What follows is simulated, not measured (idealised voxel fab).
Process module in this document: voxel ribs on slabs
In the cross-section labelled cut, the width is 260 nm and each square cell is 5 nm.
This document writes a cross-section as a grid whose cells are square, and gives it as bands, listed from the top down; one or more rows of cells form a band.
Per band: top height and bottom height in nm, followed by the left-to-right materials and their widths in nm; "everywhere" marks a single material spanning edge to edge, "blank" marks empty space.
A quick word on heights: they are counted from 0, and under that level the wafer as it came to us is one material throughout. The lowest band is different from the rest in having no bottom; it simply continues downward, written as in "0 -> down".
A width given as "30 to 40" starts at the first number in the band's top row and ends at the second number in its bottom row, shifting by an equal amount at every step from row to row.
For the purposes of this document, the phrase "nothing changed" attached to a step denotes that no cell within the cross-section was modified by that step.
Listed in "Sealed-off cavities": every empty space of 8 or more cells without an open way to the top. Form: width x height at distance, the distance being from the left edge, all in nm.
Note: text after step settings on the step line = simulator remark on that step.
overlay nm: where the mask lay relative to plan, measured to the right, on steps with a mask; negatives go left.
Each pair below shows a cross-section before one step and the cross-section after it, down to the lowest band that changed. The line under each pair gives the step between them, with its settings. The pairs can come from different runs of this module on the same starting wafer, so a pair continues from the pair above only where its "Before this step" says so.

-- Before this step
    0 -> down  Si everywhere
    Sealed-off cavities: none

-- Sectional Result
    20 -> 0  SiO2 everywhere
    For the remainder of the cross-section, below 0, there is no change.
    Sealed-off cavities: none
Which step turns the before cross-section above into the after cross-section? DIRECTIONAL_DEP | material SiO2 | thk nm 20

Before this step: the pre-step structure is the one depicted after the step in the pair just above.

-- Sectional Result
    35 -> 20  SiN everywhere
    For the remainder of the cross-section, below 20, there is no change.
    Sealed-off cavities: none
Which step turns the before cross-section above into the after cross-section? DIRECTIONAL_DEP | material SiN | thk nm 15

Before this step: the pre-step structure is the one depicted after the step in the pair just above.

-- Sectional Result
    45 -> 35  aC everywhere
    For the remainder of the cross-section, below 35, there is no change.
    Sealed-off cavities: none
Which step turns the before cross-section above into the after cross-section? DIRECTIONAL_DEP | material aC | thk nm 10

Before this step: the pre-step structure is the one depicted after the step in the pair just above.

-- Sectional Result
    70 -> 45  120 nm blank  20 nm resist  120 nm blank
    For the remainder of the cross-section, below 45, there is no change.
    Sealed-off cavities: none
Which step turns the before cross-section above into the after cross-section? PATTERN | tone cover | mask id RIB | material resist | width nm 20 | thk nm 25 | overlay nm 0

Before this step: the pre-step structure is the one depicted after the step in the pair just above.

-- Sectional Result
    60 -> 45  120 nm blank  20 nm resist  120 nm blank
    45 -> 35  120 nm blank  20 nm aC  120 nm blank
    For the remainder of the cross-section, below 35, there is no change.
    Sealed-off cavities: none
Which step turns the before cross-section above into the after cross-section? DIRECTIONAL_ETCH | etch materials aC | depth nm 10

Before this step: the pre-step structure is the one depicted after the step in the pair just above.

-- Sectional Result
    45 -> 35  120 nm blank  20 nm aC  120 nm blank
    For the remainder of the cross-section, below 35, there is no change.
    Sealed-off cavities: none
Which step turns the before cross-section above into the after cross-section? STRIP | etch materials resist

Before this step: the pre-step structure is the one depicted after the step in the pair just above.

-- Sectional Result
    45 -> 35  120 nm blank  20 nm aC  120 nm blank
    35 -> 25  120 nm blank  20 nm SiN  120 nm blank
    For the remainder of the cross-section, below 25, there is no change.
    Sealed-off cavities: none
Which step turns the before cross-section above into the after cross-section? DIRECTIONAL_ETCH | etch materials SiN | depth nm 10

Before this step: the pre-step structure is the one depicted after the step in the pair just above.

-- Sectional Result
    35 -> 25  120 nm blank  20 nm SiN  120 nm blank
    For the remainder of the cross-section, below 25, there is no change.
    Sealed-off cavities: none
Which step turns the before cross-section above into the after cross-section? STRIP | etch materials aC

Before this step: the pre-step structure is the one depicted after the step in the pair just above.

-- Sectional Result
    35 -> 25  120 nm blank  20 nm SiN  120 nm blank
    25 -> 20  95 nm blank  70 nm SiN  95 nm blank
    For the remainder of the cross-section, below 20, there is no change.
    Sealed-off cavities: none
Which step turns the before cross-section above into the after cross-section? MASKED_ETCH | tone cover | mask id SLAB | width nm 70 | etch materials SiN | depth nm 5 | overlay nm 0

Before this step: the pre-step structure is the one depicted after the step in the pair just above.

-- Sectional Result
    55 -> 35  SiO2 everywhere
    35 -> 25  120 nm SiO2  20 nm SiN  120 nm SiO2
    25 -> 20  95 nm SiO2  70 nm SiN  95 nm SiO2
    For the remainder of the cross-section, below 20, there is no change.
    Sealed-off cavities: none
Which step turns the before cross-section above into the after cross-section? FILL_DEP | material SiO2 | thk nm 20

Before this step: the pre-step structure is the one depicted after the step in the pair just above.

-- Sectional Result
    45 -> 35  SiO2 everywhere
    For the remainder of the cross-section, below 35, there is no change.
    Sealed-off cavities: none
Which step turns the before cross-section above into the after cross-section? CMP | height nm 45

Before this step: the pre-step structure is the one depicted after the step in the pair just above.

-- Sectional Result
    55 -> 45  TiN everywhere
    For the remainder of the cross-section, below 45, there is no change.
    Sealed-off cavities: none
Which step turns the before cross-section above into the after cross-section? DIRECTIONAL_DEP | material TiN | thk nm 10

Before this step: the pre-step structure is the one depicted after the step in the pair just above.

-- Sectional Result
    70 -> 55  115 nm blank  30 nm resist  115 nm blank
    For the remainder of the cross-section, below 55, there is no change.
    Sealed-off cavities: none
Which step turns the before cross-section above into the after cross-section? PATTERN | tone cover | mask id HEATER | material resist | width nm 30 | thk nm 15 | overlay nm 0

Before this step: the pre-step structure is the one depicted after the step in the pair just above.

-- Sectional Result
    70 -> 55  115 nm blank  30 nm resist  115 nm blank
    55 -> 45  115 nm blank  30 nm TiN  115 nm blank
    For the remainder of the cross-section, below 45, there is no change.
    Sealed-off cavities: none
Which step turns the before cross-section above into the after cross-section? DIRECTIONAL_ETCH | etch materials TiN | depth nm 10

Before this step: the pre-step structure is the one depicted after the step in the pair just above.

-- Sectional Result
    55 -> 45  115 nm blank  30 nm TiN  115 nm blank
    For the remainder of the cross-section, below 45, there is no change.
    Sealed-off cavities: none
Which step turns the before cross-section above into the after cross-section? STRIP | etch materials resist

Before this step: the pre-step structure is the one depicted after the step in the pair just above.

-- Sectional Result
    65 -> 55  105 nm blank  50 nm SiO2  105 nm blank
    55 -> 45  115 nm SiO2  30 nm TiN  115 nm SiO2
    For the remainder of the cross-section, below 45, there is no change.
    Sealed-off cavities: none
Which step turns the before cross-section above into the after cross-section? CONFORMAL_DEP | material SiO2 | thk nm 10

-- Before this step
    20 -> 0  SiO2 everywhere
    0 -> down  Si everywhere
    Sealed-off cavities: none

-- Sectional Result
    40 -> 0  SiO2 everywhere
    For the remainder of the cross-section, below 0, there is no change.
    Sealed-off cavities: none
Which step turns the before cross-section above into the after cross-section? DIRECTIONAL_DEP | material SiO2 | thk nm 20

Before this step: the pre-step structure is the one depicted after the step in the pair just above.

-- Sectional Result
    55 -> 40  SiN everywhere
    For the remainder of the cross-section, below 40, there is no change.
    Sealed-off cavities: none
Which step turns the before cross-section above into the after cross-section? DIRECTIONAL_DEP | material SiN | thk nm 15

Before this step: the pre-step structure is the one depicted after the step in the pair just above.

-- Sectional Result
    65 -> 55  aC everywhere
    For the remainder of the cross-section, below 55, there is no change.
    Sealed-off cavities: none
Which step turns the before cross-section above into the after cross-section? DIRECTIONAL_DEP | material aC | thk nm 10

Before this step: the pre-step structure is the one depicted after the step in the pair just above.

-- Sectional Result
    90 -> 65  120 nm blank  20 nm resist  120 nm blank
    For the remainder of the cross-section, below 65, there is no change.
    Sealed-off cavities: none
Which step turns the before cross-section above into the after cross-section? PATTERN | tone cover | mask id RIB | material resist | width nm 20 | thk nm 25 | overlay nm 0

Before this step: the pre-step structure is the one depicted after the step in the pair just above.

-- Sectional Result
    80 -> 65  120 nm blank  20 nm resist  120 nm blank
    65 -> 55  120 nm blank  20 nm aC  120 nm blank
    For the remainder of the cross-section, below 55, there is no change.
    Sealed-off cavities: none
Which step turns the before cross-section above into the after cross-section? DIRECTIONAL_ETCH | etch materials aC | depth nm 10

Before this step: the pre-step structure is the one depicted after the step in the pair just above.

-- Sectional Result
    65 -> 55  120 nm blank  20 nm aC  120 nm blank
    For the remainder of the cross-section, below 55, there is no change.
    Sealed-off cavities: none
Which step turns the before cross-section above into the after cross-section? STRIP | etch materials resist

Before this step: the pre-step structure is the one depicted after the step in the pair just above.

-- Sectional Result
    65 -> 55  120 nm blank  20 nm aC  120 nm blank
    55 -> 45  120 nm blank  20 nm SiN  120 nm blank
    For the remainder of the cross-section, below 45, there is no change.
    Sealed-off cavities: none
Which step turns the before cross-section above into the after cross-section? DIRECTIONAL_ETCH | etch materials SiN | depth nm 10

Before this step: the pre-step structure is the one depicted after the step in the pair just above.

-- Sectional Result
    55 -> 45  120 nm blank  20 nm SiN  120 nm blank
    For the remainder of the cross-section, below 45, there is no change.
    Sealed-off cavities: none
Which step turns the before cross-section above into the after cross-section? STRIP | etch materials aC

Before this step: the pre-step structure is the one depicted after the step in the pair just above.

-- Sectional Result
    55 -> 45  120 nm blank  20 nm SiN  120 nm blank
    45 -> 40  95 nm blank  70 nm SiN  95 nm blank
    For the remainder of the cross-section, below 40, there is no change.
    Sealed-off cavities: none
Which step turns the before cross-section above into the after cross-section? MASKED_ETCH | tone cover | mask id SLAB | width nm 70 | etch materials SiN | depth nm 5 | overlay nm 0

Before this step: the pre-step structure is the one depicted after the step in the pair just above.

-- Sectional Result
    75 -> 55  SiO2 everywhere
    55 -> 45  120 nm SiO2  20 nm SiN  120 nm SiO2
    45 -> 40  95 nm SiO2  70 nm SiN  95 nm SiO2
    For the remainder of the cross-section, below 40, there is no change.
    Sealed-off cavities: none
Which step turns the before cross-section above into the after cross-section? FILL_DEP | material SiO2 | thk nm 20

Before this step: the pre-step structure is the one depicted after the step in the pair just above.

-- Sectional Result
    45 -> 40  95 nm SiO2  70 nm SiN  95 nm SiO2
    For the remainder of the cross-section, below 40, there is no change.
    Sealed-off cavities: none
Which step turns the before cross-section above into the after cross-section? CMP | height nm 45

Before this step: the pre-step structure is the one depicted after the step in the pair just above.

-- Sectional Result
    55 -> 45  TiN everywhere
    For the remainder of the cross-section, below 45, there is no change.
    Sealed-off cavities: none
Which step turns the before cross-section above into the after cross-section? DIRECTIONAL_DEP | material TiN | thk nm 10

Before this step: the pre-step structure is the one depicted after the step in the pair just above.

-- Sectional Result
    70 -> 55  115 nm blank  30 nm resist  115 nm blank
    For the remainder of the cross-section, below 55, there is no change.
    Sealed-off cavities: none
Which step turns the before cross-section above into the after cross-section? PATTERN | tone cover | mask id HEATER | material resist | width nm 30 | thk nm 15 | overlay nm 0

Before this step: the pre-step structure is the one depicted after the step in the pair just above.

-- Sectional Result
    70 -> 55  115 nm blank  30 nm resist  115 nm blank
    55 -> 45  115 nm blank  30 nm TiN  115 nm blank
    For the remainder of the cross-section, below 45, there is no change.
    Sealed-off cavities: none
Which step turns the before cross-section above into the after cross-section? DIRECTIONAL_ETCH | etch materials TiN | depth nm 10

Before this step: the pre-step structure is the one depicted after the step in the pair just above.

-- Sectional Result
    55 -> 45  115 nm blank  30 nm TiN  115 nm blank
    For the remainder of the cross-section, below 45, there is no change.
    Sealed-off cavities: none
Which step turns the before cross-section above into the after cross-section? STRIP | etch materials resist

Before this step: the pre-step structure is the one depicted after the step in the pair just above.

-- Sectional Result
    65 -> 55  105 nm blank  50 nm SiO2  105 nm blank
    55 -> 45  115 nm SiO2  30 nm TiN  115 nm SiO2
    For the remainder of the cross-section, below 45, there is no change.
    Sealed-off cavities: none
Which step turns the before cross-section above into the after cross-section? CONFORMAL_DEP | material SiO2 | thk nm 10

-- Before this step
    20 -> 0  SiO2 everywhere
    0 -> down  Si everywhere
    Sealed-off cavities: none

-- Sectional Result
    30 -> 20  aC everywhere
    For the remainder of the cross-section, below 20, there is no change.
    Sealed-off cavities: none
Which step turns the before cross-section above into the after cross-section? DIRECTIONAL_DEP | material aC | thk nm 10

Before this step: the pre-step structure is the one depicted after the step in the pair just above.

-- Sectional Result
    45 -> 30  SiN everywhere
    For the remainder of the cross-section, below 30, there is no change.
    Sealed-off cavities: none
Which step turns the before cross-section above into the after cross-section? DIRECTIONAL_DEP | material SiN | thk nm 15

Before this step: the pre-step structure is the one depicted after the step in the pair just above.

-- Sectional Result
    70 -> 45  120 nm blank  20 nm resist  120 nm blank
    For the remainder of the cross-section, below 45, there is no change.
    Sealed-off cavities: none
Which step turns the before cross-section above into the after cross-section? PATTERN | tone cover | mask id RIB | material resist | width nm 20 | thk nm 25 | overlay nm 0

Before this step: the pre-step structure is the one depicted after the step in the pair just above.

-- Sectional Result
    60 -> 45  120 nm blank  20 nm resist  120 nm blank
    For the remainder of the cross-section, below 45, there is no change.
    Sealed-off cavities: none
Which step turns the before cross-section above into the after cross-section? DIRECTIONAL_ETCH | etch materials aC | depth nm 10

Before this step: the pre-step structure is the one depicted after the step in the pair just above.

-- Sectional Result
    45 -> 30  SiN everywhere
    For the remainder of the cross-section, below 30, there is no change.
    Sealed-off cavities: none
Which step turns the before cross-section above into the after cross-section? STRIP | etch materials resist

Before this step: the pre-step structure is the one depicted after the step in the pair just above.

-- Sectional Result
    35 -> 30  SiN everywhere
    For the remainder of the cross-section, below 30, there is no change.
    Sealed-off cavities: none
Which step turns the before cross-section above into the after cross-section? DIRECTIONAL_ETCH | etch materials SiN | depth nm 10

Before this step: the pre-step structure is the one depicted after the step in the pair just above.

-- Sectional Result
    35 -> 30  95 nm blank  70 nm SiN  95 nm blank
    For the remainder of the cross-section, below 30, there is no change.
    Sealed-off cavities: none
Which step turns the before cross-section above into the after cross-section? MASKED_ETCH | tone cover | mask id SLAB | width nm 70 | etch materials SiN | depth nm 5 | overlay nm 0

Before this step: the pre-step structure is the one depicted after the step in the pair just above.

-- Sectional Result
    55 -> 35  SiO2 everywhere
    35 -> 30  95 nm SiO2  70 nm SiN  95 nm SiO2
    For the remainder of the cross-section, below 30, there is no change.
    Sealed-off cavities: none
Which step turns the before cross-section above into the after cross-section? FILL_DEP | material SiO2 | thk nm 20

Before this step: the pre-step structure is the one depicted after the step in the pair just above.

-- Sectional Result
    45 -> 35  SiO2 everywhere
    For the remainder of the cross-section, below 35, there is no change.
    Sealed-off cavities: none
Which step turns the before cross-section above into the after cross-section? CMP | height nm 45

Before this step: the pre-step structure is the one depicted after the step in the pair just above.

-- Sectional Result
    55 -> 45  TiN everywhere
    For the remainder of the cross-section, below 45, there is no change.
    Sealed-off cavities: none
Which step turns the before cross-section above into the after cross-section? DIRECTIONAL_DEP | material TiN | thk nm 10

Before this step: the pre-step structure is the one depicted after the step in the pair just above.

-- Sectional Result
    70 -> 55  115 nm blank  30 nm resist  115 nm blank
    For the remainder of the cross-section, below 55, there is no change.
    Sealed-off cavities: none
Which step turns the before cross-section above into the after cross-section? PATTERN | tone cover | mask id HEATER | material resist | width nm 30 | thk nm 15 | overlay nm 0

Before this step: the pre-step structure is the one depicted after the step in the pair just above.

-- Sectional Result
    70 -> 55  115 nm blank  30 nm resist  115 nm blank
    55 -> 45  115 nm blank  30 nm TiN  115 nm blank
    For the remainder of the cross-section, below 45, there is no change.
    Sealed-off cavities: none
Which step turns the before cross-section above into the after cross-section? DIRECTIONAL_ETCH | etch materials TiN | depth nm 10

Before this step: the pre-step structure is the one depicted after the step in the pair just above.

-- Sectional Result
    55 -> 45  115 nm blank  30 nm TiN  115 nm blank
    For the remainder of the cross-section, below 45, there is no change.
    Sealed-off cavities: none
Which step turns the before cross-section above into the after cross-section? STRIP | etch materials resist

Before this step: the pre-step structure is the one depicted after the step in the pair just above.

-- Sectional Result
    65 -> 55  105 nm blank  50 nm SiO2  105 nm blank
    55 -> 45  115 nm SiO2  30 nm TiN  115 nm SiO2
    For the remainder of the cross-section, below 45, there is no change.
    Sealed-off cavities: none
Which step turns the before cross-section above into the after cross-section? CONFORMAL_DEP | material SiO2 | thk nm 10

-- Before this step
    20 -> 0  SiO2 everywhere
    0 -> down  Si everywhere
    Sealed-off cavities: none

-- Sectional Result
    25 -> 20  SiN everywhere
    For the remainder of the cross-section, below 20, there is no change.
    Sealed-off cavities: none
Which step turns the before cross-section above into the after cross-section? DIRECTIONAL_DEP | material SiN | thk nm 5

Before this step: the pre-step structure is the one depicted after the step in the pair just above.

-- Sectional Result
    35 -> 25  aC everywhere
    For the remainder of the cross-section, below 25, there is no change.
    Sealed-off cavities: none
Which step turns the before cross-section above into the after cross-section? DIRECTIONAL_DEP | material aC | thk nm 10

Before this step: the pre-step structure is the one depicted after the step in the pair just above.

-- Sectional Result
    60 -> 35  120 nm blank  20 nm resist  120 nm blank
    For the remainder of the cross-section, below 35, there is no change.
    Sealed-off cavities: none
Which step turns the before cross-section above into the after cross-section? PATTERN | tone cover | mask id RIB | material resist | width nm 20 | thk nm 25 | overlay nm 0

Before this step: the pre-step structure is the one depicted after the step in the pair just above.

-- Sectional Result
    50 -> 35  120 nm blank  20 nm resist  120 nm blank
    35 -> 25  120 nm blank  20 nm aC  120 nm blank
    For the remainder of the cross-section, below 25, there is no change.
    Sealed-off cavities: none
Which step turns the before cross-section above into the after cross-section? DIRECTIONAL_ETCH | etch materials aC | depth nm 10

Before this step: the pre-step structure is the one depicted after the step in the pair just above.

-- Sectional Result
    35 -> 25  120 nm blank  20 nm aC  120 nm blank
    For the remainder of the cross-section, below 25, there is no change.
    Sealed-off cavities: none
Which step turns the before cross-section above into the after cross-section? STRIP | etch materials resist

Before this step: the pre-step structure is the one depicted after the step in the pair just above.

-- Sectional Result
    35 -> 25  120 nm blank  20 nm aC  120 nm blank
    25 -> 20  120 nm blank  20 nm SiN  120 nm blank
    For the remainder of the cross-section, below 20, there is no change.
    Sealed-off cavities: none
Which step turns the before cross-section above into the after cross-section? DIRECTIONAL_ETCH | etch materials SiN | depth nm 10

Before this step: the pre-step structure is the one depicted after the step in the pair just above.

-- Sectional Result
    25 -> 20  120 nm blank  20 nm SiN  120 nm blank
    For the remainder of the cross-section, below 20, there is no change.
    Sealed-off cavities: none
Which step turns the before cross-section above into the after cross-section? STRIP | etch materials aC

Before this step: the pre-step structure is the one depicted after the step in the pair just above.

-- Sectional Result
    45 -> 25  SiO2 everywhere
    25 -> 20  120 nm SiO2  20 nm SiN  120 nm SiO2
    For the remainder of the cross-section, below 20, there is no change.
    Sealed-off cavities: none
Which step turns the before cross-section above into the after cross-section? FILL_DEP | material SiO2 | thk nm 20

Before this step: the pre-step structure is the one depicted after the step in the pair just above.

-- Sectional Result
    55 -> 45  TiN everywhere
    For the remainder of the cross-section, below 45, there is no change.
    Sealed-off cavities: none
Which step turns the before cross-section above into the after cross-section? DIRECTIONAL_DEP | material TiN | thk nm 10

Before this step: the pre-step structure is the one depicted after the step in the pair just above.

-- Sectional Result
    70 -> 55  115 nm blank  30 nm resist  115 nm blank
    For the remainder of the cross-section, below 55, there is no change.
    Sealed-off cavities: none
Which step turns the before cross-section above into the after cross-section? PATTERN | tone cover | mask id HEATER | material resist | width nm 30 | thk nm 15 | overlay nm 0

Before this step: the pre-step structure is the one depicted after the step in the pair just above.

-- Sectional Result
    70 -> 55  115 nm blank  30 nm resist  115 nm blank
    55 -> 45  115 nm blank  30 nm TiN  115 nm blank
    For the remainder of the cross-section, below 45, there is no change.
    Sealed-off cavities: none
Which step turns the before cross-section above into the after cross-section? DIRECTIONAL_ETCH | etch materials TiN | depth nm 10

Before this step: the pre-step structure is the one depicted after the step in the pair just above.

-- Sectional Result
    55 -> 45  115 nm blank  30 nm TiN  115 nm blank
    For the remainder of the cross-section, below 45, there is no change.
    Sealed-off cavities: none
Which step turns the before cross-section above into the after cross-section? STRIP | etch materials resist

Before this step: the pre-step structure is the one depicted after the step in the pair just above.

-- Sectional Result
    65 -> 55  105 nm blank  50 nm SiO2  105 nm blank
    55 -> 45  115 nm SiO2  30 nm TiN  115 nm SiO2
    For the remainder of the cross-section, below 45, there is no change.
    Sealed-off cavities: none
Which step turns the before cross-section above into the after cross-section? CONFORMAL_DEP | material SiO2 | thk nm 10

-- Before this step
    55 -> 45  TiN everywhere
    45 -> 35  SiO2 everywhere
    35 -> 25  120 nm SiO2  20 nm SiN  120 nm SiO2
    25 -> 20  95 nm SiO2  70 nm SiN  95 nm SiO2
    20 -> 0  SiO2 everywhere
    0 -> down  Si everywhere
    Sealed-off cavities: none

-- Sectional Result
    70 -> 55  120 nm blank  25 nm resist  115 nm blank
    For the remainder of the cross-section, below 55, there is no change.
    Sealed-off cavities: none
Which step turns the before cross-section above into the after cross-section? PATTERN | tone cover | mask id HEATER | material resist | width nm 25 | thk nm 15 | overlay nm 0

Before this step: the pre-step structure is the one depicted after the step in the pair just above.

-- Sectional Result
    70 -> 55  120 nm blank  25 nm resist  115 nm blank
    55 -> 45  120 nm blank  25 nm TiN  115 nm blank
    For the remainder of the cross-section, below 45, there is no change.
    Sealed-off cavities: none
Which step turns the before cross-section above into the after cross-section? DIRECTIONAL_ETCH | etch materials TiN | depth nm 10

Before this step: the pre-step structure is the one depicted after the step in the pair just above.

-- Sectional Result
    55 -> 45  120 nm blank  25 nm TiN  115 nm blank
    For the remainder of the cross-section, below 45, there is no change.
    Sealed-off cavities: none
Which step turns the before cross-section above into the after cross-section? STRIP | etch materials resist

Before this step: the pre-step structure is the one depicted after the step in the pair just above.

-- Sectional Result
    65 -> 55  110 nm blank  45 nm SiO2  105 nm blank
    55 -> 45  120 nm SiO2  25 nm TiN  115 nm SiO2
    For the remainder of the cross-section, below 45, there is no change.
    Sealed-off cavities: none
Which step turns the before cross-section above into the after cross-section? CONFORMAL_DEP | material SiO2 | thk nm 10

-- Before this step
    45 -> 35  aC everywhere
    35 -> 20  SiN everywhere
    20 -> 0  SiO2 everywhere
    0 -> down  Si everywhere
    Sealed-off cavities: none

-- Sectional Result
    70 -> 45  125 nm blank  20 nm resist  115 nm blank
    For the remainder of the cross-section, below 45, there is no change.
    Sealed-off cavities: none
Which step turns the before cross-section above into the after cross-section? PATTERN | tone cover | mask id RIB | material resist | width nm 20 | thk nm 25 | overlay nm 5

Before this step: the pre-step structure is the one depicted after the step in the pair just above.

-- Sectional Result
    60 -> 45  125 nm blank  20 nm resist  115 nm blank
    45 -> 35  125 nm blank  20 nm aC  115 nm blank
    For the remainder of the cross-section, below 35, there is no change.
    Sealed-off cavities: none
Which step turns the before cross-section above into the after cross-section? DIRECTIONAL_ETCH | etch materials aC | depth nm 10

Before this step: the pre-step structure is the one depicted after the step in the pair just above.

-- Sectional Result
    45 -> 35  125 nm blank  20 nm aC  115 nm blank
    For the remainder of the cross-section, below 35, there is no change.
    Sealed-off cavities: none
Which step turns the before cross-section above into the after cross-section? STRIP | etch materials resist

Before this step: the pre-step structure is the one depicted after the step in the pair just above.

-- Sectional Result
    45 -> 35  125 nm blank  20 nm aC  115 nm blank
    35 -> 25  125 nm blank  20 nm SiN  115 nm blank
    For the remainder of the cross-section, below 25, there is no change.
    Sealed-off cavities: none
Which step turns the before cross-section above into the after cross-section? DIRECTIONAL_ETCH | etch materials SiN | depth nm 10

Before this step: the pre-step structure is the one depicted after the step in the pair just above.

-- Sectional Result
    35 -> 25  125 nm blank  20 nm SiN  115 nm blank
    For the remainder of the cross-section, below 25, there is no change.
    Sealed-off cavities: none
Which step turns the before cross-section above into the after cross-section? STRIP | etch materials aC

Before this step: the pre-step structure is the one depicted after the step in the pair just above.

-- Sectional Result
    35 -> 25  125 nm blank  20 nm SiN  115 nm blank
    25 -> 20  95 nm blank  70 nm SiN  95 nm blank
    For the remainder of the cross-section, below 20, there is no change.
    Sealed-off cavities: none
Which step turns the before cross-section above into the after cross-section? MASKED_ETCH | tone cover | mask id SLAB | width nm 70 | etch materials SiN | depth nm 5 | overlay nm 0

Before this step: the pre-step structure is the one depicted after the step in the pair just above.

-- Sectional Result
    55 -> 35  SiO2 everywhere
    35 -> 25  125 nm SiO2  20 nm SiN  115 nm SiO2
    25 -> 20  95 nm SiO2  70 nm SiN  95 nm SiO2
    For the remainder of the cross-section, below 20, there is no change.
    Sealed-off cavities: none
Which step turns the before cross-section above into the after cross-section? FILL_DEP | material SiO2 | thk nm 20

Before this step: the pre-step structure is the one depicted after the step in the pair just above.

-- Sectional Result
    45 -> 35  SiO2 everywhere
    For the remainder of the cross-section, below 35, there is no change.
    Sealed-off cavities: none
Which step turns the before cross-section above into the after cross-section? CMP | height nm 45

Before this step: the pre-step structure is the one depicted after the step in the pair just above.

-- Sectional Result
    55 -> 45  TiN everywhere
    For the remainder of the cross-section, below 45, there is no change.
    Sealed-off cavities: none
Which step turns the before cross-section above into the after cross-section? DIRECTIONAL_DEP | material TiN | thk nm 10

Before this step: the pre-step structure is the one depicted after the step in the pair just above.

-- Sectional Result
    70 -> 55  115 nm blank  30 nm resist  115 nm blank
    For the remainder of the cross-section, below 55, there is no change.
    Sealed-off cavities: none
Which step turns the before cross-section above into the after cross-section? PATTERN | tone cover | mask id HEATER | material resist | width nm 30 | thk nm 15 | overlay nm 0

Before this step: the pre-step structure is the one depicted after the step in the pair just above.

-- Sectional Result
    70 -> 55  115 nm blank  30 nm resist  115 nm blank
    55 -> 45  115 nm blank  30 nm TiN  115 nm blank
    For the remainder of the cross-section, below 45, there is no change.
    Sealed-off cavities: none
Which step turns the before cross-section above into the after cross-section? DIRECTIONAL_ETCH | etch materials TiN | depth nm 10

Before this step: the pre-step structure is the one depicted after the step in the pair just above.

-- Sectional Result
    55 -> 45  115 nm blank  30 nm TiN  115 nm blank
    For the remainder of the cross-section, below 45, there is no change.
    Sealed-off cavities: none
Which step turns the before cross-section above into the after cross-section? STRIP | etch materials resist

Before this step: the pre-step structure is the one depicted after the step in the pair just above.

-- Sectional Result
    65 -> 55  105 nm blank  50 nm SiO2  105 nm blank
    55 -> 45  115 nm SiO2  30 nm TiN  115 nm SiO2
    For the remainder of the cross-section, below 45, there is no change.
    Sealed-off cavities: none
Which step turns the before cross-section above into the after cross-section? CONFORMAL_DEP | material SiO2 | thk nm 10

-- Before this step
    70 -> 55  115 nm blank  30 nm resist  115 nm blank
    55 -> 45  115 nm blank  30 nm TiN  115 nm blank
    45 -> 35  SiO2 everywhere
    35 -> 25  120 nm SiO2  20 nm SiN  120 nm SiO2
    25 -> 20  95 nm SiO2  70 nm SiN  95 nm SiO2
    20 -> 0  SiO2 everywhere
    0 -> down  Si everywhere
    Sealed-off cavities: none

-- Sectional Result
    0 -> down  Si everywhere
    Sealed-off cavities: none
Which step turns the before cross-section above into the after cross-section? STRIP | etch materials SiO2

Before this step: the pre-step structure is the one depicted after the step in the pair just above.

-- Sectional Result
    10 -> 0  SiO2 everywhere
    For the remainder of the cross-section, below 0, there is no change.
    Sealed-off cavities: none
Which step turns the before cross-section above into the after cross-section? CONFORMAL_DEP | material SiO2 | thk nm 10

-- Before this step
    45 -> 35  aC everywhere
    35 -> 20  SiN everywhere
    20 -> 0  SiO2 everywhere
    0 -> down  Si everywhere
    Sealed-off cavities: none

-- Sectional Result
    70 -> 45  120 nm resist  20 nm blank  120 nm resist
    For the remainder of the cross-section, below 45, there is no change.
    Sealed-off cavities: none
Which step turns the before cross-section above into the after cross-section? PATTERN | tone open | mask id RIB | material resist | width nm 20 | thk nm 25 | overlay nm 0

Before this step: the pre-step structure is the one depicted after the step in the pair just above.

-- Sectional Result
    60 -> 45  120 nm resist  20 nm blank  120 nm resist
    45 -> 35  120 nm aC  20 nm blank  120 nm aC
    For the remainder of the cross-section, below 35, there is no change.
    Sealed-off cavities: none
Which step turns the before cross-section above into the after cross-section? DIRECTIONAL_ETCH | etch materials aC | depth nm 10

Before this step: the pre-step structure is the one depicted after the step in the pair just above.

-- Sectional Result
    45 -> 35  120 nm aC  20 nm blank  120 nm aC
    For the remainder of the cross-section, below 35, there is no change.
    Sealed-off cavities: none
Which step turns the before cross-section above into the after cross-section? STRIP | etch materials resist

Before this step: the pre-step structure is the one depicted after the step in the pair just above.

-- Sectional Result
    45 -> 35  120 nm aC  20 nm blank  120 nm aC
    35 -> 25  120 nm SiN  20 nm blank  120 nm SiN
    For the remainder of the cross-section, below 25, there is no change.
    Sealed-off cavities: none
Which step turns the before cross-section above into the after cross-section? DIRECTIONAL_ETCH | etch materials SiN | depth nm 10

Before this step: the pre-step structure is the one depicted after the step in the pair just above.

-- Sectional Result
    35 -> 25  120 nm SiN  20 nm blank  120 nm SiN
    For the remainder of the cross-section, below 25, there is no change.
    Sealed-off cavities: none
Which step turns the before cross-section above into the after cross-section? STRIP | etch materials aC

Before this step: the pre-step structure is the one depicted after the step in the pair just above.

-- Sectional Result
    35 -> 30  95 nm blank  25 nm SiN  20 nm blank  25 nm SiN  95 nm blank
    For the remainder of the cross-section, below 30, there is no change.
    Sealed-off cavities: none
Which step turns the before cross-section above into the after cross-section? MASKED_ETCH | tone cover | mask id SLAB | width nm 70 | etch materials SiN | depth nm 5 | overlay nm 0

Before this step: the pre-step structure is the one depicted after the step in the pair just above.

-- Sectional Result
    55 -> 35  SiO2 everywhere
    35 -> 30  95 nm SiO2  25 nm SiN  20 nm SiO2  25 nm SiN  95 nm SiO2
    30 -> 25  120 nm SiN  20 nm SiO2  120 nm SiN
    For the remainder of the cross-section, below 25, there is no change.
    Sealed-off cavities: none
Which step turns the before cross-section above into the after cross-section? FILL_DEP | material SiO2 | thk nm 20

Before this step: the pre-step structure is the one depicted after the step in the pair just above.

-- Sectional Result
    45 -> 35  SiO2 everywhere
    For the remainder of the cross-section, below 35, there is no change.
    Sealed-off cavities: none
Which step turns the before cross-section above into the after cross-section? CMP | height nm 45

Before this step: the pre-step structure is the one depicted after the step in the pair just above.

-- Sectional Result
    55 -> 45  TiN everywhere
    For the remainder of the cross-section, below 45, there is no change.
    Sealed-off cavities: none
Which step turns the before cross-section above into the after cross-section? DIRECTIONAL_DEP | material TiN | thk nm 10

Before this step: the pre-step structure is the one depicted after the step in the pair just above.

-- Sectional Result
    70 -> 55  115 nm blank  30 nm resist  115 nm blank
    For the remainder of the cross-section, below 55, there is no change.
    Sealed-off cavities: none
Which step turns the before cross-section above into the after cross-section? PATTERN | tone cover | mask id HEATER | material resist | width nm 30 | thk nm 15 | overlay nm 0
